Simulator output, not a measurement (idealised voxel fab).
Documented hereafter: the process module known as voxel quadruple lines.
In the cross-section labelled cut, the width is 290 nm and each square cell is 5 nm.
A cross-section in this document is a grid of square cells, and it is written down as bands, the top band listed before the ones below it; a band is made up of one or more rows of cells. Per band: top height and bottom height in nm, followed by the left-to-right materials and their widths in nm; "all across" marks a single material spanning edge to edge, "empty" marks empty space. The level at which height equals 0 is the one under which the wafer, as it arrives, is entirely one material. No lower edge exists for the bottom band, which continues downward and is notated as in "from 0 down". You'd read "30..40" like this: the band's top row of cells is as wide as the first number, its bottom row is as wide as the second, and going down, every row changes width by the same amount as the row before did. Where a step carries "everything unchanged", the cross-section came out of it unchanged, cell for cell. "Sealed-off cavities" contains a list of empty spaces, each no smaller than 8 cells and without an open way to the top, written in the form width x height at distance with the distance from the left edge and all three in nm. On a step's line, text after the settings is the simulator commenting on that step. overlay nm: right-of-plan distance of the mask on a masked step; negative values mean left-of-plan.
This section lists the process steps that were planned:
1,RECEIVE (material Si)
2,CONFORMAL_DEP (material SiO2; thk nm 5)
3,DIRECTIONAL_DEP (material Ru; thk nm 10)
4,DIRECTIONAL_DEP (material polySi; thk nm 15)
5,DIRECTIONAL_DEP (material aC; thk nm 20)
6,PATTERN (tone cover; mask id MANDREL; material resist; width nm 20; thk nm 25; overlay nm 0)
7,DIRECTIONAL_ETCH (etch materials aC; depth nm 20)
8,STRIP (etch materials resist)
9,CONFORMAL_DEP (material SiO2; thk nm 10)
10,DIRECTIONAL_ETCH (etch materials SiO2; depth nm 10)
11,STRIP (etch materials aC)
12,DIRECTIONAL_ETCH (etch materials polySi; depth nm 15)
13,STRIP (etch materials SiO2)
14,CONFORMAL_DEP (material SiCN; thk nm 5)
15,DIRECTIONAL_ETCH (etch materials SiCN; depth nm 5)
16,STRIP (etch materials polySi)
17,DIRECTIONAL_ETCH (etch materials Ru; depth nm 10)
18,STRIP (etch materials SiCN)
19,FILL_DEP (material SiO2; thk nm 10)
20,CMP (height nm 20)
Every wafer here starts from the same state; it is the step 2 thk nm that distinguishes them, and the value the plan gives belongs to the first wafer.
Cross-section of the first of several wafers as received (after step 1):
	from 0 down | Si all across
	Sealed-off cavities: none
What follows is a table in which each wafer occupies a row; for the wafer as it stands at the close of the module, the row states, material by material, how many cells have been gained (+) or lost (-) since receipt, and then gives its closed voids:
thk nm 5; +8 Ru; +224 SiO2; Sealed-off cavities: none
thk nm 10; +8 Ru; +224 SiO2; Sealed-off cavities: none
thk nm 15; +4 Ru; +228 SiO2; Sealed-off cavities: none
thk nm 20; +232 SiO2; Sealed-off cavities: none
thk nm 25; +232 SiO2; Sealed-off cavities: none
